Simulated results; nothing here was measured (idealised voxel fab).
Module name: voxel local oxidation (process module)
cross-section cut | 250 nm wide | cells 5 nm
Just so we're on the same page, the cross-sections are grids of square cells, and they're listed out in bands top to bottom, each band one or more rows deep.
Per band: top height and bottom height in nm, followed by the left-to-right materials and their widths in nm; "all across" marks a single material spanning edge to edge, "blank" marks empty space.
Heights from 0 (as-received wafer is one material below). Bottom band endless downward, as "from 0 down".
When a width is written as two numbers, as in "30->40", the first number is the width in the top row of cells of the band and the second is the width in its bottom row, and the width changes by the same amount from each row to the next.
Given "nothing got changed" for a step, no cell of the cross-section differs between before and after that step.
Reported under the label "Completely sealed voids" are the empty spaces having no open way to the top and comprising 8 cells or more; the notation for each is width x height at distance, in which the distance is measured from the left edge and all three values are in nm.
Step line, after settings: the simulator's comment on this step.
overlay nm, on a step with a mask: how far to the right of its planned place the mask lay; to the left if negative
Set out below are the planned steps of the process
step 1: op RECEIVE | material Si
step 2: op CONFORMAL_DEP | material SiO2 | thk nm 5
step 3: op CONFORMAL_DEP | material SiN | thk nm 15
step 4: op DIRECTIONAL_DEP | material aC | thk nm 15
step 5: op PATTERN | tone cover | mask id ACTIVE | material resist | width nm 125 | thk nm 35 | overlay nm 0
step 6: op DIRECTIONAL_ETCH | etch materials aC | depth nm 15
step 7: op STRIP | etch materials resist
step 8: op DIRECTIONAL_ETCH | etch materials SiN | depth nm 15
step 9: op STRIP | etch materials aC
step 10: op SELECTIVE_ETCH | etch materials SiO2 | depth nm 5
step 11: op OXIDIZE | depth nm 15
step 12: op STRIP | etch materials SiN
As-received state of the wafer in cross-section, equivalent to post-step 1
> from 0 down  Si all across
> Completely sealed voids: none
The cross-section shown corresponds to the wafer at the conclusion of the module. The initial structure and the process plan are those presented above; however, one mistake occurred in executing the plan
> from 0 to -15  blank: 80  Si: 85  blank: 85
> from -15 down  Si all across
> Completely sealed voids: none
It is concluded that the wafer was processed incorrectly with respect to the plan, in that so step 12 ended up running with a different setting than we planned, it ran as op STRIP | etch materials SiO2
